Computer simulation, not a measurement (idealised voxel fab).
Name of the process module below: voxel capacitor over wiring
The cross-section shown here is cut; it is 290 nm wide and divided into square cells measuring 5 nm on a side.
For the purposes of this document, a cross-section shall be understood as a grid of square cells, specified as bands listed in top-to-bottom order, each band consisting of one or more rows of cells. Top, bottom (nm), then materials left to right with widths (nm); lone material tagged "all across" fills the whole band edge to edge; "blank" = empty space. Heads up on the height convention: 0 is the point under which the incoming wafer is all one material, and the lowest band has no bottom, it just keeps going down, like "0 and below". Quick explanation for "30 to 40": the width changes in equal steps down the rows of cells, from the first number in the band's top row to the second number in its bottom row. "identical to before" (step): cross-section cells unchanged, all of them. Enclosed voids (no open way to top), threshold 8 cells or more, entry "Closed void list", notation width x height at distance, distance from left edge, nm. That trailing text on a step's line, after the settings, is the simulator's own remark on the step. On any step carrying a mask, the "overlay nm" setting, if present on the step's line, tells how far right of its planned place the mask lay; negative values point to the left.
Process steps foreseen in the plan
1. RECEIVE, material Si
2. CONFORMAL_DEP, material SiO2, thk nm 10
3. CONFORMAL_DEP, material SiCN, thk nm 5
4. DIRECTIONAL_DEP, material SiO2, thk nm 20
5. MASKED_ETCH, tone open, mask id METAL_1, width nm 20, pitch nm 80, etch materials SiO2, depth nm 20, overlay nm 0
6. MASKED_ETCH, tone open, mask id METAL_1, width nm 20, pitch nm 80, etch materials SiCN, depth nm 5, overlay nm 0
7. CONFORMAL_DEP, material TiN, thk nm 5
8. FILL_DEP, material Cu, thk nm 5
9. CMP, height nm 35
10. EPI, material Ru, thk nm 5
11. FILL_DEP, material SiCN, thk nm 5
12. DIRECTIONAL_DEP, material lowk, thk nm 10
13. MASKED_ETCH, tone open, mask id PLUG_1, width nm 15, etch materials lowk, depth nm 10, overlay nm 0
14. MASKED_ETCH, tone open, mask id PLUG_1, width nm 15, etch materials SiCN, depth nm 5, overlay nm 0
15. CONFORMAL_DEP, material TiN, thk nm 5
16. FILL_DEP, material Ru, thk nm 5
17. CMP, height nm 55
18. DIRECTIONAL_DEP, material TiN, thk nm 5
19. DIRECTIONAL_DEP, material Al2O3, thk nm 5
20. DIRECTIONAL_DEP, material TiN, thk nm 5
21. MASKED_ETCH, tone cover, mask id UPPER_PLATE, width nm 65, etch materials TiN, depth nm 5, overlay nm 0
22. MASKED_ETCH, tone cover, mask id UPPER_PLATE, width nm 65, etch materials Al2O3, depth nm 5, overlay nm 0
23. MASKED_ETCH, tone cover, mask id LOWER_PLATE, width nm 75, etch materials TiN, depth nm 5, overlay nm 0
24. FILL_DEP, material SiO2, thk nm 15
25. CMP, height nm 80
26. MASKED_ETCH, tone open, mask id PLUG_2, width nm 15, etch materials SiO2, depth nm 10, overlay nm 0
27. CONFORMAL_DEP, material TiN, thk nm 5
28. FILL_DEP, material Cu, thk nm 5
29. CMP, height nm 80
30. CONFORMAL_DEP, material SiN, thk nm 5
Cross-section of the wafer upon arrival, representing the state reached after step 1
    0 and below: Si all across
    Closed void list: none
End-of-module XS, first of two wafers, run as planned
    85 down to 80: SiN all across
    80 down to 75: SiO2: 110 / TiN: 5 / Cu: 5 / TiN: 5 / SiO2: 165
    75 down to 65: SiO2: 110 to 100 / TiN: 15 to 65 / SiO2: 165 to 125
    65 down to 60: SiO2: 100 / Al2O3: 65 / SiO2: 125
    60 down to 55: SiO2: 95 / TiN: 75 / SiO2: 120
    55 down to 45: lowk: 100 / TiN: 5 / Ru: 5 / TiN: 5 / lowk: 175
    45 down to 40: SiCN: 100 / TiN: 15 / SiCN: 175
    40 down to 35: SiCN: 90 / Ru: 30 / SiCN: 50 / Ru: 30 / SiCN: 90
    35 down to 15: SiO2: 95 / TiN: 5 / Cu: 10 / TiN: 5 / SiO2: 60 / TiN: 5 / Cu: 10 / TiN: 5 / SiO2: 95
    15 down to 10: SiCN: 95 / TiN: 20 / SiCN: 60 / TiN: 20 / SiCN: 95
    10 down to 0: SiO2 all across
    0 and below: Si all across
    Closed void list: none
End of module, second wafer, cross-section. Started like the first, planned like the first, run with one mistake
    85 down to 80: SiN all across
    80 down to 75: SiO2: 100 / TiN: 5 / Cu: 5 / TiN: 5 / SiO2: 175
    75 down to 65: SiO2: 100 / TiN: 15 to 65 / SiO2: 175 to 125
    65 down to 60: SiO2: 100 / Al2O3: 65 / SiO2: 125
    60 down to 55: SiO2: 95 / TiN: 75 / SiO2: 120
    55 down to 45: lowk: 100 / TiN: 5 / Ru: 5 / TiN: 5 / lowk: 175
    45 down to 40: SiCN: 100 / TiN: 15 / SiCN: 175
    40 down to 35: SiCN: 90 / Ru: 30 / SiCN: 50 / Ru: 30 / SiCN: 90
    35 down to 15: SiO2: 95 / TiN: 5 / Cu: 10 / TiN: 5 / SiO2: 60 / TiN: 5 / Cu: 10 / TiN: 5 / SiO2: 95
    15 down to 10: SiCN: 95 / TiN: 20 / SiCN: 60 / TiN: 20 / SiCN: 95
    10 down to 0: SiO2 all across
    0 and below: Si all across
    Closed void list: none
Nonconformance to the process plan: not per plan at step 26, really ran MASKED_ETCH, tone open, mask id PLUG_2, width nm 15, etch materials SiO2, depth nm 10, overlay nm -10
In the final comparison it is observed that the number of cells assigned to each material is identical for the two wafers, whereas their placement is not.
